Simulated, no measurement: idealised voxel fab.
process module | voxel double patterning
cross-section cut | 200 nm wide | cells 5 nm
A cross-section is a grid of square cells, given in bands from the top down. A band is one or more rows of cells.
Each band's line starts with the height of the band's top and of its bottom, in nm. Then come its materials from left to right, each with its width in nm. One material with "throughout" fills the band from edge to edge. "air" is empty space.
Height 0 is the level under which the wafer as received is all one material. The lowest band goes on downwards, as in "0 down".
A width such as "30 to 40" changes by the same amount from each row of cells to the next, from the band's top row to its bottom row.
"no change" after a step means that no cell of the cross-section changed.
closed voids: empty space of 8 cells or more with no open way to the top, each as width x height at its distance from the left edge, in nm
after a step's settings: what the simulator itself notes on the step
overlay nm, on a step with a mask: how far to the right of its planned place the mask lay; to the left if negative
plan
1 op RECEIVE | material Si
2 op CONFORMAL_DEP | material SiN | thk nm 5
3 op DIRECTIONAL_DEP | material SiO2 | thk nm 20
4 op DIRECTIONAL_DEP | material SiCN | thk nm 10
5 op DIRECTIONAL_DEP | material aC | thk nm 10
6 op PATTERN | tone open | mask id FIRST | material resist | width nm 15 | pitch nm 50 | thk nm 30 | overlay nm 0
7 op DIRECTIONAL_ETCH | etch materials aC | depth nm 10
8 op STRIP | etch materials resist
9 op DIRECTIONAL_ETCH | etch materials SiCN | depth nm 10
10 op STRIP | etch materials aC
11 op MASKED_ETCH | tone open | mask id SECOND | width nm 15 | etch materials SiCN | depth nm 10 | overlay nm 0
12 op DIRECTIONAL_ETCH | etch materials SiO2 | depth nm 20
13 op STRIP | etch materials SiCN
varied across the wafers: thk nm of step 2. The plan shows the first wafer's value. All wafers start alike
first wafer as received, after step 1
  0 down: Si throughout
  closed voids: none
each wafer at the end: cells of each material gained (+) or lost (-) since it was received, then its closed voids
thk nm 5 | +40 SiN | +124 SiO2 | closed voids: none
thk nm 10 | +80 SiN | +124 SiO2 | closed voids: none
thk nm 15 | +120 SiN | +124 SiO2 | closed voids: none
thk nm 20 | +160 SiN | +124 SiO2 | closed voids: none
